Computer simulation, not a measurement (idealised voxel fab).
process module | voxel self aligned vias
cross-section cut | 230 nm wide | cells 5 nm
A cross-section is a grid of square cells, given in bands from the top down. A band is one or more rows of cells.
Each band's line starts with the height of the band's top and of its bottom, in nm. Then come its materials from left to right, each with its width in nm. One material with "throughout" fills the band from edge to edge. "air" is empty space.
Height 0 is the level under which the wafer as received is all one material. The lowest band goes on downwards, as in "0 down".
A width such as "30 to 40" changes by the same amount from each row of cells to the next, from the band's top row to its bottom row.
"no change" after a step means that no cell of the cross-section changed.
closed voids: empty space of 8 cells or more with no open way to the top, each as width x height at its distance from the left edge, in nm
after a step's settings: what the simulator itself notes on the step
overlay nm, on a step with a mask: how far to the right of its planned place the mask lay; to the left if negative
plan
1 op RECEIVE | material Si
2 op CONFORMAL_DEP | material SiO2 | thk nm 10
3 op CONFORMAL_DEP | material SiCN | thk nm 5
4 op DIRECTIONAL_DEP | material SiO2 | thk nm 30
5 op MASKED_ETCH | tone open | mask id LINES | width nm 20 | pitch nm 50 | etch materials SiO2 | depth nm 30 | overlay nm -15
6 op CONFORMAL_DEP | material TiN | thk nm 5
7 op FILL_DEP | material Ru | thk nm 10
8 op CMP | height nm 45
9 op SELECTIVE_ETCH | etch materials W Ru TiN | depth nm 10
10 op FILL_DEP | material SiN | thk nm 10
11 op CMP | height nm 45
12 op DIRECTIONAL_DEP | material SiO2 | thk nm 15
13 op PATTERN | tone open | mask id VIAS | material resist | width nm 30 | thk nm 20 | overlay nm 0
14 op DIRECTIONAL_ETCH | etch materials SiO2 | depth nm 15
15 op DIRECTIONAL_ETCH | etch materials SiN | depth nm 10
16 op STRIP | etch materials resist
17 op CONFORMAL_DEP | material TiN | thk nm 5
18 op FILL_DEP | material W | thk nm 5
19 op CMP | height nm 60
20 op CONFORMAL_DEP | material SiCN | thk nm 5
varied across the wafers: overlay nm of step 5. The plan shows the first wafer's value. All wafers start alike
first wafer as received, after step 1
  0 down: Si throughout
  closed voids: none
each wafer at the end: cells of each material gained (+) or lost (-) since it was received, then its closed voids
overlay nm -15 | +12 Ru | +92 SiCN | +12 SiN | +440 SiO2 | +34 TiN | +8 W | closed voids: none
overlay nm -10 | +12 Ru | +92 SiCN | +10 SiN | +440 SiO2 | +34 TiN | +10 W | closed voids: none
overlay nm -5 | +12 Ru | +92 SiCN | +8 SiN | +440 SiO2 | +34 TiN | +12 W | closed voids: none
overlay nm 0 | +12 Ru | +92 SiCN | +8 SiN | +440 SiO2 | +34 TiN | +12 W | closed voids: none
overlay nm 5 | +12 Ru | +92 SiCN | +8 SiN | +440 SiO2 | +34 TiN | +12 W | closed voids: none
overlay nm 10 | +12 Ru | +92 SiCN | +10 SiN | +440 SiO2 | +34 TiN | +10 W | closed voids: none
overlay nm 15 | +12 Ru | +92 SiCN | +12 SiN | +440 SiO2 | +34 TiN | +8 W | closed voids: none
